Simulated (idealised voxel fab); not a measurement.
Proc. module: voxel transistor to metal
Cross-sectional view cut (width: 200 nm; square cell size: 5 nm).
Cross-section = grid of square cells, listed top down in bands; band = one or more rows. Band entry format. Leading values: height of top, height of bottom, nm. Remainder: materials in left-to-right order, each with its width in nm. Special words: "edge to edge" on a single material, which then fills the band edge to edge; "blank", empty space. Height is counted from the level 0, under which the received wafer is composed throughout of one material. The lowest of the bands is not closed at the bottom but continues downward, in the notation "0 nm and below". Top row gets the first number, bottom row gets the second, and each row in between changes by the same step: that is how a band width like "30->40" works. When a step is marked "no modifications", none of the cells in the cross-section changed during that step. The entry "Sealed voids" lists the empty spaces that cover at least 8 cells and have no open path to the top. Each is written as width x height at distance, where the distance is measured from the left edge and all three values are in nm. Where a step's line continues beyond its settings, the continuation is a remark by the simulator itself on that step. "overlay nm", when on a step's line for a step with a mask, measures how far to the right of its planned place the mask lay; a negative measure means to the left.

# The steps planned for the process are as follows
1. RECEIVE with material Si
2. OXIDIZE with depth nm 5
3. CONFORMAL_DEP with material SiN, thk nm 15
4. PATTERN with tone cover, mask id ACTIVE, material resist, width nm 125, thk nm 15, overlay nm 0
5. DIRECTIONAL_ETCH with etch materials SiN, depth nm 15
6. DIRECTIONAL_ETCH with etch materials SiO2, depth nm 5
7. DIRECTIONAL_ETCH with etch materials Si, depth nm 25
8. STRIP with etch materials resist
9. OXIDIZE with depth nm 5
10. FILL_DEP with material SiO2, thk nm 10
11. CMP with height nm 15
12. SELECTIVE_ETCH with etch materials SiO2, depth nm 10
13. STRIP with etch materials SiN
14. SELECTIVE_ETCH with etch materials SiO2, depth nm 5
15. OXIDIZE with depth nm 5
16. DIRECTIONAL_DEP with material polySi, thk nm 20
17. DIRECTIONAL_DEP with material SiCN, thk nm 15
18. PATTERN with tone cover, mask id GATE, material resist, width nm 35, thk nm 15, overlay nm 0
19. DIRECTIONAL_ETCH with etch materials SiCN, depth nm 25
20. DIRECTIONAL_ETCH with etch materials polySi, depth nm 30
21. STRIP with etch materials resist
22. CONFORMAL_DEP with material SiN, thk nm 10
23. DIRECTIONAL_ETCH with etch materials SiN, depth nm 10
24. DIRECTIONAL_ETCH with etch materials SiO2, depth nm 5
25. DIRECTIONAL_ETCH with etch materials Si, depth nm 10
26. EPI with material SiGe, thk nm 10
27. FILL_DEP with material SiO2, thk nm 5
28. CMP with height nm 15
29. STRIP with etch materials polySi
30. SELECTIVE_ETCH with etch materials SiO2, depth nm 5
31. CONFORMAL_DEP with material HfO2, thk nm 5
32. CONFORMAL_DEP with material TiN, thk nm 5
33. FILL_DEP with material W, thk nm 10
34. CMP with height nm 10
35. DIRECTIONAL_DEP with material SiO2, thk nm 10
36. MASKED_ETCH with tone open, mask id CONTACT, width nm 15, pitch nm 90, etch materials SiO2, depth nm 30, overlay nm 0
37. CONFORMAL_DEP with material TiN, thk nm 5
38. FILL_DEP with material W, thk nm 10
39. CMP with height nm 20
40. CONFORMAL_DEP with material SiN, thk nm 5
41. DIRECTIONAL_DEP with material SiO2, thk nm 20
42. PATTERN with tone open, mask id METAL_1, material resist, width nm 15, pitch nm 90, thk nm 20, overlay nm 0
43. DIRECTIONAL_ETCH with etch materials SiO2, depth nm 20
44. DIRECTIONAL_ETCH with etch materials SiN, depth nm 5
45. STRIP with etch materials resist
46. CONFORMAL_DEP with material TiN, thk nm 5
47. FILL_DEP with material Cu, thk nm 5
48. CMP with height nm 45
49. CONFORMAL_DEP with material SiN, thk nm 5

# So this is the incoming wafer in cross-section - it's already been through step 1
0 nm and below: Si edge to edge
Sealed voids: none

# Here's the cross-section of the first of our two wafers at the end of the module - it ran as planned
50 nm to 45 nm: SiN edge to edge
45 nm to 25 nm: 45 SiO2  5 TiN  5 Cu  5 TiN  75 SiO2  5 TiN  5 Cu  5 TiN  50 SiO2
25 nm to 20 nm: 45 SiN  15 TiN  75 SiN  15 TiN  50 SiN
20 nm to 10 nm: 45 SiO2  5 TiN  5 W  5 TiN  75 SiO2  5 TiN  5 W  5 TiN  50 SiO2
10 nm to 0 nm: 45 SiO2  5 TiN  5 W  5 TiN  10 SiO2  10 SiN  5 HfO2  5 TiN  15 W  5 TiN  5 HfO2  10 SiN  10 SiO2  5 TiN  5 W  5 TiN  50 SiO2
0 nm to -5 nm: 30 SiO2  10 SiN  5 SiO2  5 TiN  5 W  5 TiN  10 SiGe  10 SiN  5 HfO2  25 TiN  5 HfO2  10 SiN  10 SiGe  5 TiN  5 W  5 TiN  5 SiO2  10 SiN  35 SiO2
-5 nm to -10 nm: 45 SiO2  15 TiN  10 SiGe  5 SiO2  45 HfO2  5 SiO2  10 SiGe  15 TiN  50 SiO2
-10 nm to -20 nm: 40 SiO2  30 SiGe  55 Si  30 SiGe  45 SiO2
-20 nm to -35 nm: 40 SiO2  115 Si  45 SiO2
-35 nm and below: Si edge to edge
Sealed voids: none

# So this is wafer number two of the two, cut at the end of the module - it started where the first did and had the same plan, we just got one thing wrong running it
50 nm to 45 nm: SiN edge to edge
45 nm to 25 nm: 45 SiO2  5 TiN  5 Cu  5 TiN  75 SiO2  5 TiN  5 Cu  5 TiN  50 SiO2
25 nm to 20 nm: 45 SiN  15 TiN  75 SiN  15 TiN  50 SiN
20 nm to 15 nm: 45 SiO2  5 TiN  5 W  5 TiN  75 SiO2  5 TiN  5 W  5 TiN  50 SiO2
15 nm to 10 nm: 45 SiO2  15 TiN  75 SiO2  15 TiN  50 SiO2
10 nm to 5 nm: 70 W  5 TiN  5 HfO2  10 SiN  15 SiO2  10 SiN  5 HfO2  5 TiN  75 W
5 nm to 0 nm: 35 TiN  35 W  5 TiN  5 HfO2  10 SiN  15 SiO2  10 SiN  5 HfO2  5 TiN  35 W  40 TiN
0 nm to -5 nm: 30 HfO2  45 TiN  5 HfO2  10 SiN  15 SiGe  10 SiN  5 HfO2  45 TiN  35 HfO2
-5 nm to -10 nm: 25 SiO2  60 HfO2  5 SiO2  15 SiGe  5 SiO2  60 HfO2  30 SiO2
-10 nm to -20 nm: 40 SiO2  50 Si  15 SiGe  50 Si  45 SiO2
-20 nm to -35 nm: 40 SiO2  115 Si  45 SiO2
-35 nm and below: Si edge to edge
Sealed voids: none
What broke from the plan during processing? step 18 did not use the planned setting and instead ran as PATTERN with tone open, mask id GATE, material resist, width nm 35, thk nm 15, overlay nm 0
Materials where the second wafer ends with more or fewer cells than the first: HfO2 +28 | Si +18 | SiGe -20 | SiN -4 | SiO2 -63 | TiN +12 | W +29
